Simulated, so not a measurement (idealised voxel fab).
Title: Process Module voxel ribs on slabs
The width of the displayed cross-section, cut, is 285 nm; its cells are square, with a size of 5 nm.
Reading order for cross-sections: top band down to bottom band. Underlying form: a grid of square cells. Band size: one or more rows of cells. Read a band's entry like this: the first values are the height of its top and the height of its bottom in nm, and what follows is the sequence of materials from left to right, each with its width in nm. Note that "empty" is empty space, and that a single material marked "all across" reaches across the band from edge to edge. Heights are expressed relative to 0, this being the level below which the as-received wafer comprises one material exclusively. The lowest band is unbounded in the downward direction and is denoted as in "0 nm and below". A width given as "30..40" starts at the first number in the band's top row and ends at the second number in its bottom row, shifting by an equal amount at every step from row to row. "nothing changed", as given for a step, is the statement that not any cell of the cross-section underwent a change during that step. Closed empty spaces (no open way to the top) of 8 cells or more are what "Completely sealed voids" lists, each as width x height at distance from the left edge, nm for all three. Post-settings text on a step line: simulator's own remark regarding the step. "overlay nm" on a masked step: distance the mask lay right of its planned place, negative for left.

-- List of planned process steps
- 1: RECEIVE, material Si
- 2: DIRECTIONAL_DEP, material SiO2, thk nm 25
- 3: DIRECTIONAL_DEP, material polySi, thk nm 25
- 4: PATTERN, tone cover, mask id RIB, material resist, width nm 30, thk nm 20, overlay nm 0
- 5: DIRECTIONAL_ETCH, etch materials polySi, depth nm 5
- 6: STRIP, etch materials resist
- 7: PATTERN, tone cover, mask id SLAB, material resist, width nm 90, thk nm 15, overlay nm 0
- 8: DIRECTIONAL_ETCH, etch materials polySi, depth nm 20
- 9: STRIP, etch materials resist
- 10: FILL_DEP, material SiO2, thk nm 20
- 11: CMP, height nm 65
- 12: DIRECTIONAL_DEP, material W, thk nm 10
- 13: MASKED_ETCH, tone cover, mask id HEATER, width nm 40, etch materials W, depth nm 10, overlay nm 0
- 14: CONFORMAL_DEP, material SiO2, thk nm 5
The wafers are alike at the start. At step 14, their thk nm differs. The plan lists the first wafer's value.

-- Cut through the first of several wafers as received, post step 1
  0 nm and below  Si all across
  Completely sealed voids: none

-- So in this table every wafer gets its own row, and what you see is where it stands at the end of the module: for each material, how many cells it picked up (+) or gave up (-) since we received it, and after that its closed voids
thk nm 5, +724 SiO2, +16 W, +78 polySi, Completely sealed voids: none
thk nm 10, +785 SiO2, +16 W, +78 polySi, Completely sealed voids: none
thk nm 15, +846 SiO2, +16 W, +78 polySi, Completely sealed voids: none
thk nm 20, +907 SiO2, +16 W, +78 polySi, Completely sealed voids: none
thk nm 25, +968 SiO2, +16 W, +78 polySi, Completely sealed voids: none
